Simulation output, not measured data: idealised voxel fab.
This is a process module. Its name is voxel gate over fins.
We display cut, a cross-section 140 nm in width whose square cells are each 5 nm.
In this document a cross-section is written as a grid of square cells. It is given as a series of bands, listed from the top down, and a band is one or more rows of cells. Heads up on the band format: heights come first, top then bottom, in nm. After that it's the materials left to right, each with its width in nm. A single material flagged "throughout" fills the whole band edge to edge, and "air" means there's empty space there. Height reference: 0 = level under which incoming wafer is all one material. Lowest band: no bottom, runs on downward, e.g. "from 0 down". The two numbers in a width such as "30 to 40" mark its ends across the band: the first belongs to the top row of cells, the second to the bottom row, and from each row to the next the width moves by the same amount. Given "no modifications" for a step, no cell of the cross-section differs between before and after that step. "Closed cavities": sealed empty spaces, 8 cells or more, no open way to top, listed width x height at distance, with distance from the left edge and width, height and distance in nm. Note: text after step settings on the step line = simulator remark on that step. "overlay nm" on a masked step: distance the mask lay right of its planned place, negative for left.

**Process steps - plan**
1. RECEIVE | material Si
2. CONFORMAL_DEP | material SiN | thk nm 5
3. PATTERN | tone cover | mask id FINS | material resist | width nm 15 | pitch nm 60 | thk nm 20 | overlay nm -15
4. DIRECTIONAL_ETCH | etch materials SiN | depth nm 5
5. DIRECTIONAL_ETCH | etch materials Si | depth nm 40
6. STRIP | etch materials resist
7. OXIDIZE | depth nm 5
8. FILL_DEP | material SiO2 | thk nm 15
9. CMP | height nm 5
10. PATTERN | tone open | mask id RAIL | material resist | width nm 15 | thk nm 15 | overlay nm 0
11. DIRECTIONAL_ETCH | etch materials SiO2 | depth nm 40
12. STRIP | etch materials resist
13. CONFORMAL_DEP | material TiN | thk nm 5
14. FILL_DEP | material W | thk nm 10
15. CMP | height nm 5
16. SELECTIVE_ETCH | etch materials W Ru TiN | depth nm 20
17. FILL_DEP | material SiO2 | thk nm 5
18. CMP | height nm 5
19. SELECTIVE_ETCH | etch materials SiO2 | depth nm 15
20. STRIP | etch materials SiN
21. CONFORMAL_DEP | material HfO2 | thk nm 5
22. CONFORMAL_DEP | material TiN | thk nm 5
23. CONFORMAL_DEP | material TiAl | thk nm 5
24. CONFORMAL_DEP | material TiN | thk nm 5
25. FILL_DEP | material W | thk nm 10
26. CMP | height nm 25
27. CONFORMAL_DEP | material SiCN | thk nm 10
All wafers enter the flow in the same state. The overlay nm at step 3 differs from wafer to wafer, and the plan gives the value for the first wafer.

**Incoming state of the first of several wafers in cross-section: after step 1**
- from 0 down  Si throughout
- Closed cavities: none

**Cross-section of the first of several wafers, taken after step 27, where the module ends**
- from 35 to 25  SiCN throughout
- from 25 to 20  W throughout
- from 20 to 15  45 TiN, then 15 W, then 45 TiN, then 35 W
- from 15 to 10  5 TiN, then 35 TiAl, then 5 TiN, then 15 W, then 5 TiN, then 35 TiAl, then 5 TiN, then 35 W
- from 10 to 5  5 TiN, then 5 TiAl, then 25 TiN, then 5 TiAl, then 25 TiN, then 5 TiAl, then 25 TiN, then 5 TiAl, then 40 TiN
- from 5 to 0  10 TiAl, then 5 TiN, then 15 HfO2, then 5 TiN, then 35 TiAl, then 5 TiN, then 15 HfO2, then 5 TiN, then 45 TiAl
- from 0 to -5  15 TiN, then 5 HfO2, then 5 Si, then 5 HfO2, then 45 TiN, then 5 HfO2, then 5 Si, then 5 HfO2, then 50 TiN
- from -5 to -10  20 HfO2, then 5 Si, then 55 HfO2, then 5 Si, then 55 HfO2
- from -10 to -15  20 SiO2, then 5 Si, then 55 SiO2, then 5 Si, then 55 SiO2
- from -15 to -30  20 SiO2, then 5 Si, then 35 SiO2, then 5 TiN, then 5 W, then 5 TiN, then 5 SiO2, then 5 Si, then 55 SiO2
- from -30 to -35  20 SiO2, then 5 Si, then 35 SiO2, then 15 TiN, then 5 SiO2, then 5 Si, then 55 SiO2
- from -35 to -45  20 SiO2, then 5 Si, then 55 SiO2, then 5 Si, then 55 SiO2
- from -45 down  Si throughout
- Closed cavities: none

**End of module: cross-section, last of several wafers**
- from 35 to 25  SiCN throughout
- from 25 to 20  W throughout
- from 20 to 15  30 W, then 45 TiN, then 15 W, then 45 TiN, then 5 W
- from 15 to 10  30 W, then 5 TiN, then 35 TiAl, then 5 TiN, then 15 W, then 5 TiN, then 35 TiAl, then 5 TiN, then 5 W
- from 10 to 5  35 TiN, then 5 TiAl, then 25 TiN, then 5 TiAl, then 25 TiN, then 5 TiAl, then 25 TiN, then 5 TiAl, then 10 TiN
- from 5 to 0  40 TiAl, then 5 TiN, then 15 HfO2, then 5 TiN, then 35 TiAl, then 5 TiN, then 15 HfO2, then 5 TiN, then 15 TiAl
- from 0 to -5  45 TiN, then 5 HfO2, then 5 Si, then 5 HfO2, then 45 TiN, then 5 HfO2, then 5 Si, then 5 HfO2, then 20 TiN
- from -5 to -10  50 HfO2, then 5 Si, then 55 HfO2, then 5 Si, then 25 HfO2
- from -10 to -15  50 SiO2, then 5 Si, then 55 SiO2, then 5 Si, then 25 SiO2
- from -15 to -30  50 SiO2, then 5 Si, then 5 SiO2, then 5 TiN, then 5 W, then 5 TiN, then 35 SiO2, then 5 Si, then 25 SiO2
- from -30 to -35  50 SiO2, then 5 Si, then 5 SiO2, then 15 TiN, then 35 SiO2, then 5 Si, then 25 SiO2
- from -35 to -45  50 SiO2, then 5 Si, then 55 SiO2, then 5 Si, then 25 SiO2
- from -45 down  Si throughout
- Closed cavities: none

**Heads up, this table goes wafer by wafer. A row tells you, at the end of the module, how many cells of each material that wafer has put on (+) or dropped (-) since it was received, and then its closed voids**
overlay nm -15; +36 HfO2; -234 Si; +56 SiCN; +170 SiO2; +36 TiAl; +81 TiN; +51 W; Closed cavities: none
overlay nm -10; +36 HfO2; -234 Si; +56 SiCN; +170 SiO2; +36 TiAl; +81 TiN; +51 W; Closed cavities: none
overlay nm -5; +36 HfO2; -234 Si; +56 SiCN; +170 SiO2; +36 TiAl; +81 TiN; +51 W; Closed cavities: none
overlay nm 0; +36 HfO2; -234 Si; +56 SiCN; +170 SiO2; +36 TiAl; +81 TiN; +51 W; Closed cavities: none
overlay nm 5; +36 HfO2; -234 Si; +56 SiCN; +170 SiO2; +36 TiAl; +81 TiN; +51 W; Closed cavities: none
overlay nm 10; +36 HfO2; -234 Si; +56 SiCN; +170 SiO2; +36 TiAl; +81 TiN; +51 W; Closed cavities: none
overlay nm 15; +36 HfO2; -234 Si; +56 SiCN; +170 SiO2; +36 TiAl; +81 TiN; +51 W; Closed cavities: none
